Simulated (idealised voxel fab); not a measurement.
process module | voxel wiring stack
cross-section cut | 290 nm wide | cells 5 nm
A cross-section is a grid of square cells, given in bands from the top down. A band is one or more rows of cells.
Each band's line starts with the height of the band's top and of its bottom, in nm. Then come its materials from left to right, each with its width in nm. One material with "throughout" fills the band from edge to edge. "air" is empty space.
Height 0 is the level under which the wafer as received is all one material. The lowest band goes on downwards, as in "0 down".
A width such as "30 to 40" changes by the same amount from each row of cells to the next, from the band's top row to its bottom row.
"no change" after a step means that no cell of the cross-section changed.
closed voids: empty space of 8 cells or more with no open way to the top, each as width x height at its distance from the left edge, in nm
after a step's settings: what the simulator itself notes on the step
overlay nm, on a step with a mask: how far to the right of its planned place the mask lay; to the left if negative
plan
1 op RECEIVE | material Si
2 op CONFORMAL_DEP | material SiO2 | thk nm 10
3 op CONFORMAL_DEP | material SiCN | thk nm 5
4 op DIRECTIONAL_DEP | material SiO2 | thk nm 25
5 op MASKED_ETCH | tone open | mask id METAL_1 | width nm 20 | pitch nm 45 | etch materials SiO2 | depth nm 25 | overlay nm 0
6 op MASKED_ETCH | tone open | mask id METAL_1 | width nm 20 | pitch nm 45 | etch materials SiCN | depth nm 5 | overlay nm 0
7 op CONFORMAL_DEP | material TiN | thk nm 5
8 op FILL_DEP | material Cu | thk nm 5
9 op CMP | height nm 40
10 op CONFORMAL_DEP | material SiCN | thk nm 5
11 op DIRECTIONAL_DEP | material SiO2 | thk nm 30
12 op MASKED_ETCH | tone open | mask id METAL_2 | width nm 20 | pitch nm 45 | etch materials SiO2 | depth nm 15 | overlay nm 0
13 op PATTERN | tone open | mask id METAL_2_HOLES | material resist | width nm 15 | thk nm 15 | overlay nm 0
14 op DIRECTIONAL_ETCH | etch materials SiO2 | depth nm 15
15 op DIRECTIONAL_ETCH | etch materials SiCN | depth nm 5
16 op STRIP | etch materials resist
17 op CONFORMAL_DEP | material TiN | thk nm 5
18 op FILL_DEP | material Cu | thk nm 5
19 op CMP | height nm 75
20 op CONFORMAL_DEP | material SiCN | thk nm 5
21 op DIRECTIONAL_DEP | material lowk | thk nm 30
22 op PATTERN | tone open | mask id METAL_3_HOLES | material resist | width nm 15 | pitch nm 45 | thk nm 20 | overlay nm 0
23 op DIRECTIONAL_ETCH | etch materials lowk | depth nm 30
24 op STRIP | etch materials resist
25 op MASKED_ETCH | tone open | mask id METAL_3 | width nm 20 | pitch nm 45 | etch materials lowk | depth nm 15 | overlay nm 0
26 op MASKED_ETCH | tone open | mask id METAL_3 | width nm 20 | pitch nm 45 | etch materials SiCN | depth nm 5 | overlay nm 0
27 op CONFORMAL_DEP | material TiN | thk nm 5
28 op FILL_DEP | material Ru | thk nm 5
29 op CMP | height nm 110
30 op CONFORMAL_DEP | material SiCN | thk nm 5
31 op DIRECTIONAL_DEP | material lowk | thk nm 35
32 op DIRECTIONAL_DEP | material aC | thk nm 10
33 op PATTERN | tone open | mask id METAL_4_HOLES | material resist | width nm 15 | thk nm 25 | overlay nm 0
34 op DIRECTIONAL_ETCH | etch materials aC | depth nm 10
35 op STRIP | etch materials resist
36 op DIRECTIONAL_ETCH | etch materials lowk | depth nm 35
37 op STRIP | etch materials aC
38 op PATTERN | tone open | mask id METAL_4 | material resist | width nm 20 | pitch nm 45 | thk nm 15 | overlay nm 0
39 op DIRECTIONAL_ETCH | etch materials lowk | depth nm 20
40 op DIRECTIONAL_ETCH | etch materials SiCN | depth nm 5
41 op STRIP | etch materials resist
42 op CONFORMAL_DEP | material TiN | thk nm 5
43 op FILL_DEP | material Cu | thk nm 10
44 op CMP | height nm 150
45 op CONFORMAL_DEP | material SiN | thk nm 5
as received, after step 1
  0 down: Si throughout
  closed voids: none
a wafer at the end: this start, this plan, one mistake
  170 to 165: SiN throughout
  165 to 155: Cu throughout
  155 to 150: TiN 115 | Cu 10 | TiN 35 | Cu 10 | TiN 120
  150 to 135: lowk 110 | TiN 5 | Cu 10 | TiN 5 | lowk 25 | TiN 5 | Cu 10 | TiN 5 | lowk 115
  135 to 130: lowk 110 | TiN 5 | Cu 5 | TiN 10 | lowk 25 | TiN 20 | lowk 115
  130 to 115: lowk 110 | TiN 5 | Cu 5 | TiN 5 | lowk 165
  115 to 110: SiCN 110 | TiN 15 | SiCN 165
  110 to 100: lowk 110 | TiN 5 | Ru 10 | TiN 5 | lowk 25 | TiN 5 | Ru 10 | TiN 5 | lowk 115
  100 to 95: lowk 110 | TiN 5 | Ru 5 | TiN 10 | lowk 25 | TiN 5 | Ru 5 | TiN 10 | lowk 115
  95 to 80: lowk 110 | TiN 5 | Ru 5 | TiN 5 | lowk 30 | TiN 5 | Ru 5 | TiN 5 | lowk 120
  80 to 75: SiCN 110 | TiN 15 | SiCN 30 | TiN 15 | SiCN 120
  75 to 65: SiO2 110 | TiN 5 | Cu 10 | TiN 5 | SiO2 25 | TiN 5 | Cu 10 | TiN 5 | SiO2 115
  65 to 60: SiO2 110 | TiN 5 | Cu 5 | TiN 10 | SiO2 25 | TiN 20 | SiO2 115
  60 to 45: SiO2 110 | TiN 5 | Cu 5 | TiN 5 | SiO2 165
  45 to 40: SiCN 110 | TiN 15 | SiCN 165
  40 to 15: SiO2 110 | TiN 5 | Cu 10 | TiN 5 | SiO2 25 | TiN 5 | Cu 10 | TiN 5 | SiO2 115
  15 to 10: SiCN 110 | TiN 20 | SiCN 25 | TiN 20 | SiCN 115
  10 to 0: SiO2 throughout
  0 down: Si throughout
  closed voids: none
what went wrong: step 44 was left out
